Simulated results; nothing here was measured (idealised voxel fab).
process module | voxel transistor to metal
cross-section cut | 205 nm wide | cells 5 nm
A cross-section is a grid of square cells, given in bands from the top down. A band is one or more rows of cells.
Each band's line starts with the height of the band's top and of its bottom, in nm. Then come its materials from left to right, each with its width in nm. One material with "throughout" fills the band from edge to edge. "air" is empty space.
Height 0 is the level under which the wafer as received is all one material. The lowest band goes on downwards, as in "0 down".
A width such as "30 to 40" changes by the same amount from each row of cells to the next, from the band's top row to its bottom row.
"no change" after a step means that no cell of the cross-section changed.
closed voids: empty space of 8 cells or more with no open way to the top, each as width x height at its distance from the left edge, in nm
after a step's settings: what the simulator itself notes on the step
overlay nm, on a step with a mask: how far to the right of its planned place the mask lay; to the left if negative
plan
1 op RECEIVE | material Si
2 op CONFORMAL_DEP | material SiO2 | thk nm 5
3 op CONFORMAL_DEP | material SiN | thk nm 15
4 op MASKED_ETCH | tone cover | mask id ACTIVE | width nm 95 | etch materials SiN | depth nm 15 | overlay nm 0
5 op MASKED_ETCH | tone cover | mask id ACTIVE | width nm 95 | etch materials SiO2 | depth nm 5 | overlay nm 0
6 op MASKED_ETCH | tone cover | mask id ACTIVE | width nm 95 | etch materials Si | depth nm 25 | overlay nm 0
7 op FILL_DEP | material SiO2 | thk nm 15
8 op CMP | height nm 20
9 op SELECTIVE_ETCH | etch materials SiO2 | depth nm 10
10 op STRIP | etch materials SiN
11 op SELECTIVE_ETCH | etch materials SiO2 | depth nm 5
12 op OXIDIZE | depth nm 5
13 op DIRECTIONAL_DEP | material polySi | thk nm 25
14 op DIRECTIONAL_DEP | material SiCN | thk nm 15
15 op PATTERN | tone cover | mask id GATE | material resist | width nm 25 | thk nm 15 | overlay nm 0
16 op DIRECTIONAL_ETCH | etch materials SiCN | depth nm 25
17 op DIRECTIONAL_ETCH | etch materials polySi | depth nm 35
18 op STRIP | etch materials resist
19 op CONFORMAL_DEP | material SiN | thk nm 10
20 op DIRECTIONAL_ETCH | etch materials SiN | depth nm 10
21 op DIRECTIONAL_ETCH | etch materials SiO2 | depth nm 5
22 op EPI | material SiGe | thk nm 5
23 op FILL_DEP | material SiO2 | thk nm 10
24 op CMP | height nm 40
25 op DIRECTIONAL_DEP | material SiO2 | thk nm 10
26 op PATTERN | tone open | mask id CONTACT | material resist | width nm 25 | pitch nm 60 | thk nm 15 | overlay nm 0
27 op DIRECTIONAL_ETCH | etch materials SiO2 | depth nm 50
28 op STRIP | etch materials resist
29 op CONFORMAL_DEP | material TiN | thk nm 5
30 op FILL_DEP | material Ru | thk nm 10
31 op CMP | height nm 50
32 op CONFORMAL_DEP | material SiN | thk nm 5
33 op DIRECTIONAL_DEP | material SiO2 | thk nm 15
34 op MASKED_ETCH | tone open | mask id METAL_1 | width nm 15 | pitch nm 70 | etch materials SiO2 | depth nm 15 | overlay nm 0
35 op MASKED_ETCH | tone open | mask id METAL_1 | width nm 15 | pitch nm 70 | etch materials SiN | depth nm 5 | overlay nm 0
36 op CONFORMAL_DEP | material TiN | thk nm 5
37 op FILL_DEP | material W | thk nm 5
38 op CMP | height nm 70
39 op CONFORMAL_DEP | material SiCN | thk nm 5
as received, after step 1
  0 down: Si throughout
  closed voids: none
first wafer at the end, as planned
  75 to 70: SiCN throughout
  70 to 55: SiO2 60 | TiN 5 | W 5 | TiN 5 | SiO2 55 | TiN 5 | W 5 | TiN 5 | SiO2 60
  55 to 50: SiN 60 | TiN 15 | SiN 55 | TiN 15 | SiN 60
  50 to 40: SiO2 60 | TiN 5 | Ru 15 to 10 | TiN 5 to 10 | SiO2 35 | TiN 5 to 10 | Ru 15 to 10 | TiN 5 | SiO2 60
  40 to 25: SiO2 60 | TiN 5 | Ru 10 | TiN 5 | SiN 10 | SiCN 25 | SiN 10 | TiN 5 | Ru 10 | TiN 5 | SiO2 60
  25 to 5: SiO2 60 | TiN 5 | Ru 10 | TiN 5 | SiN 10 | polySi 25 | SiN 10 | TiN 5 | Ru 10 | TiN 5 | SiO2 60
  5 to 0: SiO2 50 | SiN 10 | TiN 20 | SiN 10 | polySi 25 | SiN 10 | TiN 20 | SiN 10 | SiO2 50
  0 to -5: SiO2 60 | SiGe 20 | SiO2 45 | SiGe 20 | SiO2 60
  -5 to -25: SiO2 55 | Si 95 | SiO2 55
  -25 down: Si throughout
  closed voids: none
second wafer at the end: like start, like plan, one mistake
  75 to 70: SiCN throughout
  70 to 55: SiO2 60 | TiN 5 | W 5 | TiN 5 | SiO2 55 | TiN 5 | W 5 | TiN 5 | SiO2 60
  55 to 50: SiN 60 | TiN 15 | SiN 55 | TiN 15 | SiN 60
  50 to 40: SiO2 60 | TiN 5 | Ru 15 to 10 | TiN 5 to 10 | SiO2 35 | TiN 5 to 10 | Ru 15 to 10 | TiN 5 | SiO2 60
  40 to 25: SiO2 60 | TiN 5 | Ru 10 | TiN 5 | SiN 10 | SiCN 25 | SiN 10 | TiN 5 | Ru 10 | TiN 5 | SiO2 60
  25 to 5: SiO2 60 | TiN 5 | Ru 10 | TiN 5 | SiN 10 | polySi 25 | SiN 10 | TiN 5 | Ru 10 | TiN 5 | SiO2 60
  5 to 0: SiO2 50 | SiN 10 | TiN 20 | SiN 10 | polySi 25 | SiN 10 | TiN 20 | SiN 10 | SiO2 50
  0 to -5: SiO2 50 | SiN 5 | SiO2 5 | SiGe 20 | SiO2 45 | SiGe 20 | SiO2 5 | SiN 5 | SiO2 50
  -5 to -10: SiO2 60 | Si 85 | SiO2 60
  -10 to -25: SiO2 55 | Si 95 | SiO2 55
  -25 down: Si throughout
  closed voids: none
what went wrong: step 2 was left out
at the end the second wafer has, in cells: 2 fewer of Si | 2 more of SiN
